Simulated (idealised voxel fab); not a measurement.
The name of this process module is voxel air gaps.
Section cut is 290 nm wide and gridded with 5 nm square cells.
We lay out every cross-section as a grid of square cells and spell it out in bands from the top down, where one band means one or more rows of cells.
Band: top height; bottom height; in nm. Then, left to right: material with width in nm, for each material. "all across": a single material spanning edge to edge. "blank": empty space.
Counting heights begins at 0, where everything beneath is, in the wafer as received, one material. The lowest band has no bottom; it goes on downwards, as "top 0, no bottom" shows.
Width "30..40": first value at the band's top row of cells, second value at its bottom row, equal change from row to row.
When a step is marked "nothing altered", none of the cells in the cross-section changed during that step.
The entry titled "Fully sealed cavities" provides the empty spaces that have no open way to the top, restricted to those of 8 cells or more. Each is presented as width x height at distance, the distance being measured from the left edge, with all three in nm.
Anything after a step's settings on that line? It's the simulator's own note about the step.
Steps that use a mask can have "overlay nm" on their line. It says how far the mask sat to the right of where it was meant to be. Negative means to the left.

# Steps planned for the process
- 1: RECEIVE: material Si
- 2: CONFORMAL_DEP: material SiO2, thk nm 15
- 3: CONFORMAL_DEP: material SiCN, thk nm 5
- 4: DIRECTIONAL_DEP: material SiO2, thk nm 40
- 5: DIRECTIONAL_DEP: material aC, thk nm 15
- 6: PATTERN: tone open, mask id LINES, material resist, width nm 20, pitch nm 45, thk nm 30, overlay nm 0
- 7: DIRECTIONAL_ETCH: etch materials aC, depth nm 15
- 8: STRIP: etch materials resist
- 9: DIRECTIONAL_ETCH: etch materials SiO2, depth nm 40
- 10: STRIP: etch materials aC
- 11: CONFORMAL_DEP: material TiN, thk nm 5
- 12: FILL_DEP: material W, thk nm 5
- 13: CMP: height nm 60
- 14: EPI: material Ru, thk nm 10
- 15: SELECTIVE_ETCH: etch materials SiO2, depth nm 50
- 16: CONFORMAL_DEP: material SiCN, thk nm 5

# first wafer, as planned

# As received (post step 1): cross-section
* top 0, no bottom: Si all across
* Fully sealed cavities: none

# after step 2
* top 15, bottom 0: SiO2 all across
* Nothing below the height 0 has changed.

# after step 3
* top 20, bottom 15: SiCN all across
* Nothing below the height 15 has changed.

# after step 4
* top 60, bottom 20: SiO2 all across
* Nothing below the height 20 has changed.

# after step 5
* top 75, bottom 60: aC all across
* Nothing below the height 60 has changed.

# after step 6
* top 105, bottom 75: resist: 65, blank: 20, resist: 25, blank: 20, resist: 25, blank: 20, resist: 25, blank: 20, resist: 70
* Nothing below the height 75 has changed.

# after step 7
* top 90, bottom 75: resist: 65, blank: 20, resist: 25, blank: 20, resist: 25, blank: 20, resist: 25, blank: 20, resist: 70
* top 75, bottom 60: aC: 65, blank: 20, aC: 25, blank: 20, aC: 25, blank: 20, aC: 25, blank: 20, aC: 70
* Nothing below the height 60 has changed.

# after step 8
* top 75, bottom 60: aC: 65, blank: 20, aC: 25, blank: 20, aC: 25, blank: 20, aC: 25, blank: 20, aC: 70
* Nothing below the height 60 has changed.

# after step 9
* top 75, bottom 60: aC: 65, blank: 20, aC: 25, blank: 20, aC: 25, blank: 20, aC: 25, blank: 20, aC: 70
* top 60, bottom 20: SiO2: 65, blank: 20, SiO2: 25, blank: 20, SiO2: 25, blank: 20, SiO2: 25, blank: 20, SiO2: 70
* Nothing below the height 20 has changed.

# after step 10
* top 60, bottom 20: SiO2: 65, blank: 20, SiO2: 25, blank: 20, SiO2: 25, blank: 20, SiO2: 25, blank: 20, SiO2: 70
* Nothing below the height 20 has changed.

# after step 11
* top 65, bottom 60: TiN: 70, blank: 10, TiN: 35, blank: 10, TiN: 35, blank: 10, TiN: 35, blank: 10, TiN: 75
* top 60, bottom 25: SiO2: 65, TiN: 5, blank: 10, TiN: 5, SiO2: 25, TiN: 5, blank: 10, TiN: 5, SiO2: 25, TiN: 5, blank: 10, TiN: 5, SiO2: 25, TiN: 5, blank: 10, TiN: 5, SiO2: 70
* top 25, bottom 20: SiO2: 65, TiN: 20, SiO2: 25, TiN: 20, SiO2: 25, TiN: 20, SiO2: 25, TiN: 20, SiO2: 70
* Nothing below the height 20 has changed.

# after step 12
* top 70, bottom 65: W all across
* top 65, bottom 60: TiN: 70, W: 10, TiN: 35, W: 10, TiN: 35, W: 10, TiN: 35, W: 10, TiN: 75
* top 60, bottom 25: SiO2: 65, TiN: 5, W: 10, TiN: 5, SiO2: 25, TiN: 5, W: 10, TiN: 5, SiO2: 25, TiN: 5, W: 10, TiN: 5, SiO2: 25, TiN: 5, W: 10, TiN: 5, SiO2: 70
* Nothing below the height 25 has changed.

# after step 13
* top 60, bottom 25: SiO2: 65, TiN: 5, W: 10, TiN: 5, SiO2: 25, TiN: 5, W: 10, TiN: 5, SiO2: 25, TiN: 5, W: 10, TiN: 5, SiO2: 25, TiN: 5, W: 10, TiN: 5, SiO2: 70
* Nothing below the height 25 has changed.

# after step 14
* top 70, bottom 60: blank: 55, Ru: 40, blank: 5, Ru: 40, blank: 5, Ru: 40, blank: 5, Ru: 40, blank: 60
* Nothing below the height 60 has changed.

# after step 15
* top 70, bottom 60: blank: 55, Ru: 40, blank: 5, Ru: 40, blank: 5, Ru: 40, blank: 5, Ru: 40, blank: 60
* top 60, bottom 25: blank: 65, TiN: 5, W: 10, TiN: 5, blank: 25, TiN: 5, W: 10, TiN: 5, blank: 25, TiN: 5, W: 10, TiN: 5, blank: 25, TiN: 5, W: 10, TiN: 5, blank: 70
* top 25, bottom 20: blank: 65, TiN: 20, blank: 25, TiN: 20, blank: 25, TiN: 20, blank: 25, TiN: 20, blank: 70
* Nothing below the height 20 has changed.

# after step 16
* top 75, bottom 70: blank: 50, SiCN: 185, blank: 55
* top 70, bottom 60: blank: 50, SiCN: 5, Ru: 40, SiCN: 5, Ru: 40, SiCN: 5, Ru: 40, SiCN: 5, Ru: 40, SiCN: 5, blank: 55
* top 60, bottom 55: blank: 50, SiCN: 15, TiN: 5, W: 10, TiN: 5, SiCN: 25, TiN: 5, W: 10, TiN: 5, SiCN: 25, TiN: 5, W: 10, TiN: 5, SiCN: 25, TiN: 5, W: 10, TiN: 5, SiCN: 15, blank: 55
* top 55, bottom 25: blank: 60, SiCN: 5, TiN: 5, W: 10, TiN: 5, SiCN: 5, blank: 15, SiCN: 5, TiN: 5, W: 10, TiN: 5, SiCN: 5, blank: 15, SiCN: 5, TiN: 5, W: 10, TiN: 5, SiCN: 5, blank: 15, SiCN: 5, TiN: 5, W: 10, TiN: 5, SiCN: 5, blank: 65
* top 25, bottom 20: SiCN: 65, TiN: 20, SiCN: 25, TiN: 20, SiCN: 25, TiN: 20, SiCN: 25, TiN: 20, SiCN: 70
* Nothing below the height 20 has changed.
* Fully sealed cavities: 15 x 30 at 90; 15 x 30 at 135; 15 x 30 at 180

# Second wafer: same start and same plan as the first, one execution error; identical to the first through step 15

The second wafer in cross-section, at the planned close of step 16: nothing altered
What went wrong in running the wafer? execution of step 16 of the plan did not take place, the step having been omitted
Materials where the second wafer ends with more or fewer cells than the first: SiCN -158
The second wafer ends with 0 closed voids, and the first wafer ends with 3.
